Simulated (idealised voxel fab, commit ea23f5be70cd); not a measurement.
Process module under the name voxel plated lines
215 nm wide, 5 nm square cells: that's cross-section cut.
Square cells in a grid make up a cross-section in this document, and the grid is given as bands, listed from the top down, each one or more rows of cells. Heads up on the band format: heights come first, top then bottom, in nm. After that it's the materials left to right, each with its width in nm. A single material flagged "all across" fills the whole band edge to edge, and "blank" means there's empty space there. Heights are measured from 0, the level below which the as-received wafer is all one material; the lowest band has no bottom and continues downward, written as in "0 nm and below". The notation "30 to 40" denotes a width that varies across the rows of cells in the band, beginning at the first number in the top row, finishing at the second number in the bottom row, and changing by an identical amount from each row to the next. Key: "nothing different" - step with no changed cell in the cross-section. The entry "Voids, enclosed" lists the empty spaces that cover at least 8 cells and have no open path to the top. Each is written as width x height at distance, where the distance is measured from the left edge and all three values are in nm. Anything after a step's settings on that line? It's the simulator's own note about the step. overlay nm: how far to the right of its planned place the mask lay on this masked step (negative: to the left).

### Process steps foreseen in the plan
step 1: RECEIVE,material Si
step 2: CONFORMAL_DEP,material SiN,thk nm 15
step 3: DIRECTIONAL_DEP,material TiN,thk nm 5
step 4: PATTERN,tone open,mask id LINES,material resist,width nm 25,pitch nm 55,thk nm 30,overlay nm 0
step 5: EPI,material Ru,thk nm 5
step 6: EPI,material Ru,thk nm 5
step 7: STRIP,etch materials resist
step 8: DIRECTIONAL_ETCH,etch materials TiN,depth nm 5
step 9: CONFORMAL_DEP,material SiO2,thk nm 5

### Cross-section, incoming material, after step 1
- 0 nm and below  Si all across
- Voids, enclosed: none

### Here's the cross-section of the first of our two wafers at the end of the module - it ran as planned
- 35 nm to 30 nm  blank=35; SiO2=35; blank=20; SiO2=35; blank=20; SiO2=35; blank=35
- 30 nm to 20 nm  blank=35; SiO2=5; Ru=25; SiO2=5; blank=20; SiO2=5; Ru=25; SiO2=5; blank=20; SiO2=5; Ru=25; SiO2=5; blank=35
- 20 nm to 15 nm  SiO2=40; TiN=25; SiO2=30; TiN=25; SiO2=30; TiN=25; SiO2=40
- 15 nm to 0 nm  SiN all across
- 0 nm and below  Si all across
- Voids, enclosed: none

### Second wafer through the module, sectioned at the end: same beginning and same plan as the first wafer, with one mistake in carrying it out
- 30 nm to 25 nm  blank=35; SiO2=35; blank=20; SiO2=35; blank=20; SiO2=35; blank=35
- 25 nm to 20 nm  blank=35; SiO2=5; Ru=25; SiO2=5; blank=20; SiO2=5; Ru=25; SiO2=5; blank=20; SiO2=5; Ru=25; SiO2=5; blank=35
- 20 nm to 15 nm  SiO2=40; TiN=25; SiO2=30; TiN=25; SiO2=30; TiN=25; SiO2=40
- 15 nm to 0 nm  SiN all across
- 0 nm and below  Si all across
- Voids, enclosed: none
Error vs. plan: one of the identical steps 5 and 6 was skipped, and it is impossible to tell which
It is noted that, at the conclusion of processing, the second wafer exhibits a higher or lower cell count for certain materials relative to the first: -15 Ru | -6 SiO2
